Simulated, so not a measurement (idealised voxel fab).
Process module heading - voxel gate over fins
The cross-section on display is named cut; it measures 140 nm wide, and its cells are 5 nm squares.
Cross-section format: a grid of square cells, given as bands from top to bottom; each band is one or more rows of cells. Band entry format. Leading values: height of top, height of bottom, nm. Remainder: materials in left-to-right order, each with its width in nm. Special words: "all across" on a single material, which then fills the band edge to edge; "air", empty space. Ref level 0: as-received wafer is one material below here. Bottom band extends down with no lower bound ("0 down"). The width entry "30->40" should be interpreted row by row: the top row of cells in the band takes the first number, the bottom row takes the second number, and the change between adjacent rows is uniform throughout. You'll sometimes find "nothing got changed" written for a step, and that's the way of saying that nowhere in the cross-section did a cell change during that step. Unvented voids: empty space of 8 cells or more with no open way to the top, each as width x height at its distance from the left edge, in nm. That trailing text on a step's line, after the settings, is the simulator's own remark on the step. The "overlay nm" setting may appear on a step's line; for a step that uses a mask, it gives how far to the right of its planned position the mask lay, and a negative value indicates the left.
The process steps that were planned are listed below:
1 RECEIVE [material Si]
2 CONFORMAL_DEP [material SiN] [thk nm 10]
3 DIRECTIONAL_DEP [material aC] [thk nm 10]
4 PATTERN [tone cover] [mask id FINS] [material resist] [width nm 15] [pitch nm 55] [thk nm 25] [overlay nm 0]
5 DIRECTIONAL_ETCH [etch materials aC] [depth nm 10]
6 STRIP [etch materials resist]
7 DIRECTIONAL_ETCH [etch materials SiN] [depth nm 10]
8 DIRECTIONAL_ETCH [etch materials Si] [depth nm 35]
9 STRIP [etch materials aC]
10 OXIDIZE [depth nm 5]
11 FILL_DEP [material SiO2] [thk nm 10]
12 CMP [height nm 10]
13 DIRECTIONAL_DEP [material aC] [thk nm 15]
14 PATTERN [tone open] [mask id RAIL] [material resist] [width nm 15] [thk nm 30] [overlay nm 0]
15 DIRECTIONAL_ETCH [etch materials aC] [depth nm 15]
16 STRIP [etch materials resist]
17 DIRECTIONAL_ETCH [etch materials SiO2] [depth nm 40]
18 STRIP [etch materials aC]
19 CONFORMAL_DEP [material TiN] [thk nm 5]
20 FILL_DEP [material Ru] [thk nm 10]
21 CMP [height nm 10]
22 SELECTIVE_ETCH [etch materials W Ru TiN] [depth nm 25]
23 FILL_DEP [material SiO2] [thk nm 5]
24 CMP [height nm 10]
25 SELECTIVE_ETCH [etch materials SiO2] [depth nm 20]
26 STRIP [etch materials SiN]
27 CONFORMAL_DEP [material HfO2] [thk nm 5]
28 CONFORMAL_DEP [material TiN] [thk nm 5]
29 CONFORMAL_DEP [material TiAl] [thk nm 5]
30 CONFORMAL_DEP [material TiN] [thk nm 5]
31 FILL_DEP [material W] [thk nm 15]
32 CMP [height nm 30]
33 CONFORMAL_DEP [material SiCN] [thk nm 10]
Shown in cross-section is the wafer as received, that is, as it stands after step 1:
> 0 down  Si all across
> Unvented voids: none
The first of the two wafers as seen in cross-section once the module was finished; processing followed the plan:
> 40 to 30  SiCN all across
> 30 to 20  W all across
> 20 to 15  W 20  TiN 45  W 10  TiN 45  W 20
> 15 to 10  W 20  TiN 5  TiAl 35  TiN 5  W 10  TiN 5  TiAl 35  TiN 5  W 20
> 10 to 5  TiN 25  TiAl 5  TiN 25  TiAl 5  TiN 20  TiAl 5  TiN 25  TiAl 5  TiN 25
> 5 to 0  TiAl 30  TiN 5  HfO2 15  TiN 5  TiAl 30  TiN 5  HfO2 15  TiN 5  TiAl 30
> 0 to -5  TiN 35  HfO2 5  Si 5  HfO2 5  TiN 40  HfO2 5  Si 5  HfO2 5  TiN 35
> -5 to -10  HfO2 40  Si 5  HfO2 50  Si 5  HfO2 40
> -10 to -15  SiO2 40  Si 5  SiO2 50  Si 5  SiO2 40
> -15 to -25  SiO2 40  Si 5  SiO2 15  TiN 5  Ru 5  TiN 5  SiO2 20  Si 5  SiO2 40
> -25 to -30  SiO2 40  Si 5  SiO2 15  TiN 15  SiO2 20  Si 5  SiO2 40
> -30 to -40  SiO2 40  Si 5  SiO2 50  Si 5  SiO2 40
> -40 down  Si all across
> Unvented voids: none
Wafer two (of two), end-of-module cross-section: start = wafer one, plan = wafer one, one run mistake:
> 40 to 30  SiCN all across
> 30 to 20  W all across
> 20 to 15  W 10  TiN 45  W 10  TiN 45  W 30
> 15 to 10  W 10  TiN 5  TiAl 35  TiN 5  W 10  TiN 5  TiAl 35  TiN 5  W 30
> 10 to 5  TiN 15  TiAl 5  TiN 25  TiAl 5  TiN 20  TiAl 5  TiN 25  TiAl 5  TiN 35
> 5 to 0  TiAl 20  TiN 5  HfO2 15  TiN 5  TiAl 30  TiN 5  HfO2 15  TiN 5  TiAl 40
> 0 to -5  TiN 25  HfO2 5  Si 5  HfO2 5  TiN 40  HfO2 5  Si 5  HfO2 5  TiN 45
> -5 to -10  HfO2 30  Si 5  HfO2 50  Si 5  HfO2 50
> -10 to -15  SiO2 30  Si 5  SiO2 50  Si 5  SiO2 50
> -15 to -25  SiO2 30  Si 5  SiO2 25  TiN 5  Ru 5  TiN 5  SiO2 10  Si 5  SiO2 50
> -25 to -30  SiO2 30  Si 5  SiO2 25  TiN 15  SiO2 10  Si 5  SiO2 50
> -30 to -40  SiO2 30  Si 5  SiO2 50  Si 5  SiO2 50
> -40 down  Si all across
> Unvented voids: none
What went wrong in running the wafer? step 4 ran with different settings than intended, the actual operation and settings being PATTERN [tone cover] [mask id FINS] [material resist] [width nm 15] [pitch nm 55] [thk nm 25] [overlay nm -10]
At the end, the second wafer has the same number of cells of each material as the first, but those cells sit in other places.
